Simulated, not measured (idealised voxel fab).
Process module under the name voxel quadruple lines
Xsec cut, 175 nm wide, square cell size 5 nm.
Bands, listed from the top down, are how a cross-section gets written in this document; the cross-section itself is a grid of square cells, and a band is one or more rows of them. Band: top height; bottom height; in nm. Then, left to right: material with width in nm, for each material. "edge to edge": a single material spanning edge to edge. "blank": empty space. Where do heights start? At 0: under that level the wafer as delivered is made of one material only. And the lowest band has no floor; it just carries on downward, as in "top 0, no bottom". A width such as "30 to 40" changes by the same amount from each row of cells to the next, from the band's top row to its bottom row. "changes: none", as given for a step, is the statement that not any cell of the cross-section underwent a change during that step. Voids not open to the top, 8 cells minimum: see "Trapped void list". Written width x height at distance; distance is from the left edge; nm. Whatever follows a step's settings on its line is a remark the simulator itself makes about that step. overlay nm: mask offset rightward from planned place, masked step; negative means leftward offset.

List of planned process steps
- 1: RECEIVE (material Si)
- 2: CONFORMAL_DEP (material SiO2; thk nm 5)
- 3: DIRECTIONAL_DEP (material TiN; thk nm 15)
- 4: DIRECTIONAL_DEP (material polySi; thk nm 15)
- 5: DIRECTIONAL_DEP (material aC; thk nm 20)
- 6: PATTERN (tone cover; mask id MANDREL; material resist; width nm 35; thk nm 30; overlay nm 0)
- 7: DIRECTIONAL_ETCH (etch materials aC; depth nm 20)
- 8: STRIP (etch materials resist)
- 9: CONFORMAL_DEP (material SiO2; thk nm 15)
- 10: DIRECTIONAL_ETCH (etch materials SiO2; depth nm 15)
- 11: STRIP (etch materials aC)
- 12: DIRECTIONAL_ETCH (etch materials polySi; depth nm 15)
- 13: STRIP (etch materials SiO2)
- 14: CONFORMAL_DEP (material SiCN; thk nm 10)
- 15: DIRECTIONAL_ETCH (etch materials SiCN; depth nm 10)
- 16: STRIP (etch materials polySi)
- 17: DIRECTIONAL_ETCH (etch materials TiN; depth nm 15)
- 18: STRIP (etch materials SiCN)
- 19: FILL_DEP (material SiO2; thk nm 5)
- 20: CMP (height nm 20)

Cross-section: wafer on arrival = after step 1
- top 0, no bottom = Si edge to edge
- Trapped void list: none

Wafer cross-section at end of module: start and plan as shown above, one execution error
- top 20, bottom 5 = aC=45 | TiN=10 | aC=15 | TiN=10 | aC=15 | TiN=10 | aC=15 | TiN=10 | aC=45
- top 5, bottom 0 = SiO2 edge to edge
- top 0, no bottom = Si edge to edge
- Trapped void list: none
So what did we get wrong on this run? for step 19, the planned setting was not used; the step was instead run as FILL_DEP (material aC; thk nm 5)
